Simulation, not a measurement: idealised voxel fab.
The name of this process module is voxel wiring stack.
The cross-section on display is named cut; it measures 270 nm wide, and its cells are 5 nm squares.
In this document a cross-section is written as a grid of square cells. It is given as a series of bands, listed from the top down, and a band is one or more rows of cells.
The entry gives the band's vertical extent as a top height and a bottom height in nm, then its horizontal make-up as materials from left to right, each with a width in nm. "empty" stands for empty space; a single material marked "full width" fills the band edge to edge.
Convention: height 0 is the level below which the wafer, as received, is all one material. The lowest band does not terminate at the bottom but continues downward, represented as "from 0 down".
A width such as "30 to 40" changes by the same amount from each row of cells to the next, from the band's top row to its bottom row.
Step marked "nothing altered"? Then no cell in the cross-section changed in it.
Enclosed voids (no open way to top), threshold 8 cells or more, entry "Voids, sealed", notation width x height at distance, distance from left edge, nm.
If you see something after the settings on a step's line, that's the simulator's own remark about that step.
"overlay nm", when on a step's line for a step with a mask, measures how far to the right of its planned place the mask lay; a negative measure means to the left.

## Set out below are the planned steps of the process
- 1: op RECEIVE | material Si
- 2: op CONFORMAL_DEP | material SiO2 | thk nm 15
- 3: op CONFORMAL_DEP | material SiN | thk nm 5
- 4: op DIRECTIONAL_DEP | material SiO2 | thk nm 20
- 5: op DIRECTIONAL_DEP | material aC | thk nm 10
- 6: op PATTERN | tone open | mask id METAL_1 | material resist | width nm 30 | pitch nm 55 | thk nm 30 | overlay nm 0
- 7: op DIRECTIONAL_ETCH | etch materials aC | depth nm 10
- 8: op STRIP | etch materials resist
- 9: op DIRECTIONAL_ETCH | etch materials SiO2 | depth nm 20
- 10: op DIRECTIONAL_ETCH | etch materials SiN | depth nm 5
- 11: op STRIP | etch materials aC
- 12: op CONFORMAL_DEP | material TiN | thk nm 5
- 13: op FILL_DEP | material Cu | thk nm 10
- 14: op CMP | height nm 40
- 15: op CONFORMAL_DEP | material SiCN | thk nm 5
- 16: op DIRECTIONAL_DEP | material lowk | thk nm 25
- 17: op PATTERN | tone open | mask id METAL_2 | material resist | width nm 30 | pitch nm 55 | thk nm 15 | overlay nm 0
- 18: op DIRECTIONAL_ETCH | etch materials lowk | depth nm 15
- 19: op STRIP | etch materials resist
- 20: op PATTERN | tone open | mask id METAL_2_HOLES | material resist | width nm 15 | pitch nm 110 | thk nm 15 | overlay nm 0
- 21: op DIRECTIONAL_ETCH | etch materials lowk | depth nm 10
- 22: op DIRECTIONAL_ETCH | etch materials SiCN | depth nm 5
- 23: op STRIP | etch materials resist
- 24: op CONFORMAL_DEP | material TiN | thk nm 5
- 25: op FILL_DEP | material Ru | thk nm 10
- 26: op CMP | height nm 70
- 27: op CONFORMAL_DEP | material SiN | thk nm 5

## Here's what the wafer looked like in cross-section when it arrived - that's after step 1
	from 0 down: Si full width
	Voids, sealed: none

## Cross-section taken at module completion on the first of two wafers; processed per the plan
	from 75 to 70: SiN full width
	from 70 to 60: 65 of lowk | 5 of TiN | 20 of Ru | 5 of TiN | 25 of lowk | 5 of TiN | 20 of Ru | 5 of TiN | 25 of lowk | 5 of TiN | 20 of Ru | 5 of TiN | 65 of lowk
	from 60 to 55: 65 of lowk | 5 of TiN | 5 of Ru | 20 of TiN | 25 of lowk | 30 of TiN | 25 of lowk | 5 of TiN | 5 of Ru | 20 of TiN | 65 of lowk
	from 55 to 45: 65 of lowk | 5 of TiN | 5 of Ru | 5 of TiN | 95 of lowk | 5 of TiN | 5 of Ru | 5 of TiN | 80 of lowk
	from 45 to 40: 65 of SiCN | 15 of TiN | 95 of SiCN | 15 of TiN | 80 of SiCN
	from 40 to 20: 65 of SiO2 | 5 of TiN | 20 of Cu | 5 of TiN | 25 of SiO2 | 5 of TiN | 20 of Cu | 5 of TiN | 25 of SiO2 | 5 of TiN | 20 of Cu | 5 of TiN | 65 of SiO2
	from 20 to 15: 65 of SiN | 30 of TiN | 25 of SiN | 30 of TiN | 25 of SiN | 30 of TiN | 65 of SiN
	from 15 to 0: SiO2 full width
	from 0 down: Si full width
	Voids, sealed: none

## This cross-section belongs to the second wafer of two at the end of the module; the start and the plan were shared with the first, and the run included one mistake
	from 75 to 70: SiN full width
	from 70 to 60: 65 of lowk | 5 of TiN | 20 of Ru | 5 of TiN | 25 of lowk | 5 of TiN | 20 of Ru | 5 of TiN | 25 of lowk | 5 of TiN | 20 of Ru | 5 of TiN | 65 of lowk
	from 60 to 55: 65 of lowk | 5 of TiN | 5 of Ru | 20 of TiN | 25 of lowk | 30 of TiN | 25 of lowk | 5 of TiN | 5 of Ru | 20 of TiN | 65 of lowk
	from 55 to 45: 65 of lowk | 5 of TiN | 5 of Ru | 5 of TiN | 95 of lowk | 5 of TiN | 5 of Ru | 5 of TiN | 80 of lowk
	from 45 to 40: 65 of SiCN | 15 of TiN | 95 of SiCN | 15 of TiN | 80 of SiCN
	from 40 to 20: 70 of SiO2 | 5 of TiN | 10 of Cu | 5 of TiN | 35 of SiO2 | 5 of TiN | 10 of Cu | 5 of TiN | 35 of SiO2 | 5 of TiN | 10 of Cu | 5 of TiN | 70 of SiO2
	from 20 to 15: 70 of SiN | 20 of TiN | 35 of SiN | 20 of TiN | 35 of SiN | 20 of TiN | 70 of SiN
	from 15 to 0: SiO2 full width
	from 0 down: Si full width
	Voids, sealed: none
What was the processing mistake? step 6 did not happen as planned, as run it was op PATTERN | tone open | mask id METAL_1 | material resist | width nm 20 | pitch nm 55 | thk nm 30 | overlay nm 0
The second wafer ends with more or fewer cells of some materials than the first, per final count: 24 fewer of Cu | 6 more of SiN | 24 more of SiO2 | 6 fewer of TiN
